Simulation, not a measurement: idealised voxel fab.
A process module follows: voxel local oxidation.
We display cut, a cross-section 265 nm in width whose square cells are each 5 nm.
Throughout this document, each cross-section is represented as a grid of square cells and is presented as a sequence of bands enumerated from the top downward, where a band comprises one or more rows of cells.
Within each band entry, the heights of the top and of the bottom of the band appear first, in that order and in nm; the materials of the band then follow from left to right, each with its corresponding width in nm. The designation "everywhere" on a single material indicates that it fills the band from edge to edge; the designation "blank" indicates empty space.
The reference from which all heights are counted is 0, the level beneath which the as-received wafer is entirely one material; the lowest band, having no lower bound, proceeds downward and is written after the example "top 0, no bottom".
A two-number width, for instance "30..40", indicates that the width is equal to the first number in the top row of the band and to the second number in the bottom row, and that it changes by a constant amount per row of cells.
A step reported as "changes: none" is a step in which no cell of the cross-section changed.
Heads up: "closed voids" only lists the empty pockets with no open path to the top that are 8 cells or more, and it writes them as width x height at distance, distance from the left edge, in nm.
If you see something after the settings on a step's line, that's the simulator's own remark about that step.
The line of a step may include "overlay nm". On a step with a mask, this value is how far to the right of its planned place the mask lay. A negative value means the mask lay to the left.
These are the steps we planned for the process:
step 1: op RECEIVE | material Si
step 2: op CONFORMAL_DEP | material SiO2 | thk nm 5
step 3: op CONFORMAL_DEP | material SiN | thk nm 15
step 4: op DIRECTIONAL_DEP | material aC | thk nm 15
step 5: op PATTERN | tone cover | mask id ACTIVE | material resist | width nm 115 | thk nm 35 | overlay nm 0
step 6: op DIRECTIONAL_ETCH | etch materials aC | depth nm 15
step 7: op STRIP | etch materials resist
step 8: op DIRECTIONAL_ETCH | etch materials SiN | depth nm 15
step 9: op STRIP | etch materials aC
step 10: op SELECTIVE_ETCH | etch materials SiO2 | depth nm 5
step 11: op OXIDIZE | depth nm 10
step 12: op STRIP | etch materials SiN
Shown in cross-section is the wafer as received, that is, as it stands after step 1:
top 0, no bottom: Si everywhere
closed voids: none
First of two wafers: cross-section at end of module, run per plan:
top 5, bottom 0: blank 80; SiO2 105; blank 80
top 0, bottom -10: SiO2 90; Si 85; SiO2 90
top -10, no bottom: Si everywhere
closed voids: none
Wafer two, sectioned after the module: the first wafer's start, the first wafer's plan, and one mistake in how it was run:
top 5, bottom 0: SiO2 70; blank 125; SiO2 70
top 0, bottom -10: Si 60; SiO2 145; Si 60
top -10, no bottom: Si everywhere
closed voids: none
what went wrong: the process deviated at step 5: the operation and settings actually run there were op PATTERN | tone open | mask id ACTIVE | material resist | width nm 115 | thk nm 35 | overlay nm 0
Wrapping up, a cell-based count of both wafers puts the second over or under the first for these materials: +14 Si | -7 SiO2
